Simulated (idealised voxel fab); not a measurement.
Name of the process module below: voxel self aligned vias
Square cell edge 5 nm, section width 225 nm, ID cut.
Reading order for cross-sections: top band down to bottom band. Underlying form: a grid of square cells. Band size: one or more rows of cells. For a band, the entry starts with two heights in nm, that of the top and then that of the bottom, and carries on with the band's materials in order from left to right, each alongside its width in nm; the word "edge to edge" beside a single material means it fills the band edge to edge, and "empty" means empty space. Basically, 0 is our baseline, since under it the wafer straight out of the box is all one material. The bottom band has no lower end and keeps on going down, so it looks like "top 0, no bottom". Think of "30 to 40" as a width that walks from the first number to the second as you go down the band, top row to bottom row, taking equal-sized steps from row to row. It should be understood that the words "remains unaltered", when stated for a given step, signify that the cross-section underwent no change in any of its cells during that step. The entry "Fully closed voids" lists the empty spaces that cover at least 8 cells and have no open path to the top. Each is written as width x height at distance, where the distance is measured from the left edge and all three values are in nm. Past the settings on a step's line: simulator remark, on that step. "overlay nm", when on a step's line for a step with a mask, measures how far to the right of its planned place the mask lay; a negative measure means to the left.
**Process steps - plan**
1,RECEIVE [material Si]
2,CONFORMAL_DEP [material SiO2] [thk nm 10]
3,CONFORMAL_DEP [material SiCN] [thk nm 5]
4,DIRECTIONAL_DEP [material lowk] [thk nm 20]
5,MASKED_ETCH [tone open] [mask id LINES] [width nm 30] [pitch nm 70] [etch materials lowk] [depth nm 20] [overlay nm 0]
6,CONFORMAL_DEP [material TiN] [thk nm 5]
7,FILL_DEP [material W] [thk nm 5]
8,CMP [height nm 35]
9,SELECTIVE_ETCH [etch materials W Ru TiN] [depth nm 5]
10,FILL_DEP [material SiN] [thk nm 10]
11,CMP [height nm 35]
12,DIRECTIONAL_DEP [material lowk] [thk nm 15]
13,DIRECTIONAL_DEP [material aC] [thk nm 15]
14,PATTERN [tone open] [mask id VIAS] [material resist] [width nm 40] [pitch nm 70] [thk nm 35] [overlay nm 0]
15,DIRECTIONAL_ETCH [etch materials aC] [depth nm 15]
16,STRIP [etch materials resist]
17,DIRECTIONAL_ETCH [etch materials lowk] [depth nm 15]
18,DIRECTIONAL_ETCH [etch materials SiN] [depth nm 5]
19,STRIP [etch materials aC]
20,CONFORMAL_DEP [material TiN] [thk nm 5]
21,FILL_DEP [material Ru] [thk nm 10]
22,CMP [height nm 50]
23,CONFORMAL_DEP [material SiN] [thk nm 5]
**Shown in cross-section is the wafer as received, that is, as it stands after step 1**
	top 0, no bottom: Si edge to edge
	Fully closed voids: none
**Same starting wafer, same plan as above, one mistake in the execution; this is the cross-section at the end of the module**
	top 55, bottom 50: SiN edge to edge
	top 50, bottom 40: lowk: 20, TiN: 5, Ru: 30, TiN: 5, lowk: 30, TiN: 5, Ru: 30, TiN: 5, lowk: 30, TiN: 5, Ru: 30, TiN: 5, lowk: 25
	top 40, bottom 35: lowk: 20, TiN: 15, Ru: 20, TiN: 5, lowk: 30, TiN: 15, Ru: 20, TiN: 5, lowk: 30, TiN: 15, Ru: 20, TiN: 5, lowk: 25
	top 35, bottom 30: lowk: 30, TiN: 30, lowk: 40, TiN: 30, lowk: 40, TiN: 30, lowk: 25
	top 30, bottom 20: lowk: 30, TiN: 5, W: 20, TiN: 5, lowk: 40, TiN: 5, W: 20, TiN: 5, lowk: 40, TiN: 5, W: 20, TiN: 5, lowk: 25
	top 20, bottom 15: lowk: 30, TiN: 30, lowk: 40, TiN: 30, lowk: 40, TiN: 30, lowk: 25
	top 15, bottom 10: SiCN edge to edge
	top 10, bottom 0: SiO2 edge to edge
	top 0, no bottom: Si edge to edge
	Fully closed voids: none
What was done differently from what was planned? step 5 off recipe, ran as MASKED_ETCH [tone open] [mask id LINES] [width nm 30] [pitch nm 70] [etch materials lowk] [depth nm 20] [overlay nm 5]
